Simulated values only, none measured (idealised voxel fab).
This section sets out a process module, namely voxel double patterning.
Section shown: cut. Width: 190 nm. Cell size: 5 nm, square.
How to read a cross-section here: the picture is a grid of square cells, written as bands going from the top down, and any band can span one or more rows of cells. Band: top and bottom heights (nm) first, top before bottom; then materials from left to right, widths in nm. "everywhere" marks a sole material filling the band edge to edge. "air" denotes empty space. Heads up on the height convention: 0 is the point under which the incoming wafer is all one material, and the lowest band has no bottom, it just keeps going down, like "0 down". Quick explanation for "30->40": the width changes in equal steps down the rows of cells, from the first number in the band's top row to the second number in its bottom row. Reading "no change" for a step: not a cell of the cross-section changed in it. Under "Sealed-off cavities" you'll find the enclosed gaps, the ones with no way out to the top, that are 8 cells or bigger; each reads width x height at distance, with distance counted from the left edge, everything in nm. after a step's settings: what the simulator itself notes on the step. If you see "overlay nm" on a step's line and that step has a mask, it's telling you how far right of where it was planned the mask ended up; a negative number means it went left instead.
**Planned step list for the process**
| 1 | RECEIVE [material Si] |
| 2 | CONFORMAL_DEP [material SiO2] [thk nm 5] |
| 3 | DIRECTIONAL_DEP [material W] [thk nm 15] |
| 4 | DIRECTIONAL_DEP [material SiN] [thk nm 10] |
| 5 | MASKED_ETCH [tone open] [mask id FIRST] [width nm 15] [pitch nm 50] [etch materials SiN] [depth nm 10] [overlay nm 0] |
| 6 | PATTERN [tone open] [mask id SECOND] [material resist] [width nm 15] [thk nm 20] [overlay nm 0] |
| 7 | DIRECTIONAL_ETCH [etch materials SiN] [depth nm 10] |
| 8 | STRIP [etch materials resist] |
| 9 | DIRECTIONAL_ETCH [etch materials W] [depth nm 15] |
| 10 | STRIP [etch materials SiN] |
**The first of the two wafers, which ran as planned**
**Step 1 complete: cross-section of the wafer as received**
- 0 down  Si everywhere
- Sealed-off cavities: none
**The following cross-section depicts the wafer upon completion of step 2**
- 5 to 0  SiO2 everywhere
- Below 0 it's all the same as before, nothing changed down there.
**The following cross-section depicts the wafer upon completion of step 3**
- 20 to 5  W everywhere
- Below 5 it's all the same as before, nothing changed down there.
**The following cross-section depicts the wafer upon completion of step 4**
- 30 to 20  SiN everywhere
- Below 20 it's all the same as before, nothing changed down there.
**The following cross-section depicts the wafer upon completion of step 5**
- 30 to 20  SiN=60 | air=15 | SiN=35 | air=15 | SiN=65
- Below 20 it's all the same as before, nothing changed down there.
**The following cross-section depicts the wafer upon completion of step 6**
- 50 to 30  resist=85 | air=15 | resist=90
- 30 to 20  SiN=60 | resist=15 | SiN=35 | resist=15 | SiN=65
- Below 20 it's all the same as before, nothing changed down there.
**The following cross-section depicts the wafer upon completion of step 7**
- 50 to 30  resist=85 | air=15 | resist=90
- 30 to 20  SiN=60 | resist=15 | SiN=10 | air=15 | SiN=10 | resist=15 | SiN=65
- Below 20 it's all the same as before, nothing changed down there.
**The following cross-section depicts the wafer upon completion of step 8**
- 30 to 20  SiN=60 | air=15 | SiN=10 | air=15 | SiN=10 | air=15 | SiN=65
- Below 20 it's all the same as before, nothing changed down there.
**The following cross-section depicts the wafer upon completion of step 9**
- 30 to 20  SiN=60 | air=15 | SiN=10 | air=15 | SiN=10 | air=15 | SiN=65
- 20 to 5  W=60 | air=15 | W=10 | air=15 | W=10 | air=15 | W=65
- Below 5 it's all the same as before, nothing changed down there.
**The following cross-section depicts the wafer upon completion of step 10**
- 20 to 5  W=60 | air=15 | W=10 | air=15 | W=10 | air=15 | W=65
- Below 5 it's all the same as before, nothing changed down there.
**Second wafer, same starting conditions and recipe as the first, one mistake in executing it, nothing differs from the first up to and including step 9**
Second wafer, cross-section, planned end of step 10: no change
It is concluded that the wafer was processed incorrectly with respect to the plan, in that plan step 10 skipped
End check, counted in cells, second wafer has more or fewer of these materials than the first: SiN +58
